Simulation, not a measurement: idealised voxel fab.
process module | voxel capacitor over wiring
cross-section cut | 220 nm wide | cells 5 nm
A cross-section is a grid of square cells, given in bands from the top down. A band is one or more rows of cells.
Each band's line starts with the height of the band's top and of its bottom, in nm. Then come its materials from left to right, each with its width in nm. One material with "throughout" fills the band from edge to edge. "air" is empty space.
Height 0 is the level under which the wafer as received is all one material. The lowest band goes on downwards, as in "0 down".
A width such as "30 to 40" changes by the same amount from each row of cells to the next, from the band's top row to its bottom row.
"no change" after a step means that no cell of the cross-section changed.
closed voids: empty space of 8 cells or more with no open way to the top, each as width x height at its distance from the left edge, in nm
after a step's settings: what the simulator itself notes on the step
overlay nm, on a step with a mask: how far to the right of its planned place the mask lay; to the left if negative
plan
1 op RECEIVE | material Si
2 op CONFORMAL_DEP | material SiO2 | thk nm 10
3 op CONFORMAL_DEP | material SiCN | thk nm 5
4 op DIRECTIONAL_DEP | material lowk | thk nm 15
5 op PATTERN | tone open | mask id METAL_1 | material resist | width nm 30 | pitch nm 85 | thk nm 15 | overlay nm 0
6 op DIRECTIONAL_ETCH | etch materials lowk | depth nm 15
7 op DIRECTIONAL_ETCH | etch materials SiCN | depth nm 5
8 op STRIP | etch materials resist
9 op CONFORMAL_DEP | material TiN | thk nm 5
10 op FILL_DEP | material W | thk nm 10
11 op CMP | height nm 30
12 op CONFORMAL_DEP | material SiCN | thk nm 5
13 op DIRECTIONAL_DEP | material lowk | thk nm 10
14 op DIRECTIONAL_DEP | material aC | thk nm 15
15 op PATTERN | tone open | mask id PLUG_1 | material resist | width nm 15 | thk nm 30 | overlay nm 0
16 op DIRECTIONAL_ETCH | etch materials aC | depth nm 15
17 op STRIP | etch materials resist
18 op DIRECTIONAL_ETCH | etch materials lowk | depth nm 10
19 op DIRECTIONAL_ETCH | etch materials SiCN | depth nm 5
20 op STRIP | etch materials aC
21 op EPI | material Ru | thk nm 10
22 op EPI | material Ru | thk nm 5
23 op DIRECTIONAL_DEP | material TiN | thk nm 5
24 op DIRECTIONAL_DEP | material Al2O3 | thk nm 5
25 op DIRECTIONAL_DEP | material TiN | thk nm 5
26 op PATTERN | tone cover | mask id UPPER_PLATE | material resist | width nm 60 | thk nm 20 | overlay nm 0
27 op DIRECTIONAL_ETCH | etch materials TiN | depth nm 5
28 op DIRECTIONAL_ETCH | etch materials Al2O3 | depth nm 5
29 op STRIP | etch materials resist
30 op DIRECTIONAL_DEP | material aC | thk nm 15
31 op PATTERN | tone cover | mask id LOWER_PLATE | material resist | width nm 70 | thk nm 30 | overlay nm 0
32 op DIRECTIONAL_ETCH | etch materials aC | depth nm 15
33 op STRIP | etch materials resist
34 op DIRECTIONAL_ETCH | etch materials TiN | depth nm 5
35 op STRIP | etch materials aC
36 op FILL_DEP | material SiO2 | thk nm 20
37 op CMP | height nm 75
38 op PATTERN | tone open | mask id PLUG_2 | material resist | width nm 15 | thk nm 15 | overlay nm 0
39 op DIRECTIONAL_ETCH | etch materials SiO2 | depth nm 15
40 op STRIP | etch materials resist
41 op CONFORMAL_DEP | material TiN | thk nm 5
42 op FILL_DEP | material Cu | thk nm 10
43 op CMP | height nm 75
44 op CONFORMAL_DEP | material SiN | thk nm 5
as received, after step 1
  0 down: Si throughout
  closed voids: none
first wafer at the end, as planned
  80 to 75: SiN throughout
  75 to 65: SiO2 75 | TiN 5 | Cu 5 | TiN 5 | SiO2 130
  65 to 55: SiO2 75 to 65 | TiN 15 to 60 | SiO2 130 to 95
  55 to 50: SiO2 65 | Al2O3 60 | SiO2 95
  50 to 45: SiO2 60 | TiN 70 | SiO2 90
  45 to 35: lowk 65 | Ru 15 | lowk 140
  35 to 30: SiCN 65 | Ru 15 | SiCN 140
  30 to 15: lowk 50 | TiN 5 | W 20 | TiN 5 | lowk 55 | TiN 5 | W 20 | TiN 5 | lowk 55
  15 to 10: SiCN 50 | TiN 30 | SiCN 55 | TiN 30 | SiCN 55
  10 to 0: SiO2 throughout
  0 down: Si throughout
  closed voids: none
second wafer at the end: like start, like plan, one mistake
  80 to 75: TiN throughout
  75 to 65: SiO2 75 | TiN 5 | Cu 5 | TiN 5 | SiO2 130
  65 to 55: SiO2 75 to 65 | TiN 15 to 60 | SiO2 130 to 95
  55 to 50: SiO2 65 | Al2O3 60 | SiO2 95
  50 to 45: SiO2 60 | TiN 70 | SiO2 90
  45 to 35: lowk 65 | Ru 15 | lowk 140
  35 to 30: SiCN 65 | Ru 15 | SiCN 140
  30 to 15: lowk 50 | TiN 5 | W 20 | TiN 5 | lowk 55 | TiN 5 | W 20 | TiN 5 | lowk 55
  15 to 10: SiCN 50 | TiN 30 | SiCN 55 | TiN 30 | SiCN 55
  10 to 0: SiO2 throughout
  0 down: Si throughout
  closed voids: none
what went wrong: step 44 ran as: op CONFORMAL_DEP | material TiN | thk nm 5
at the end the second wafer has, in cells: 44 fewer of SiN | 44 more of TiN
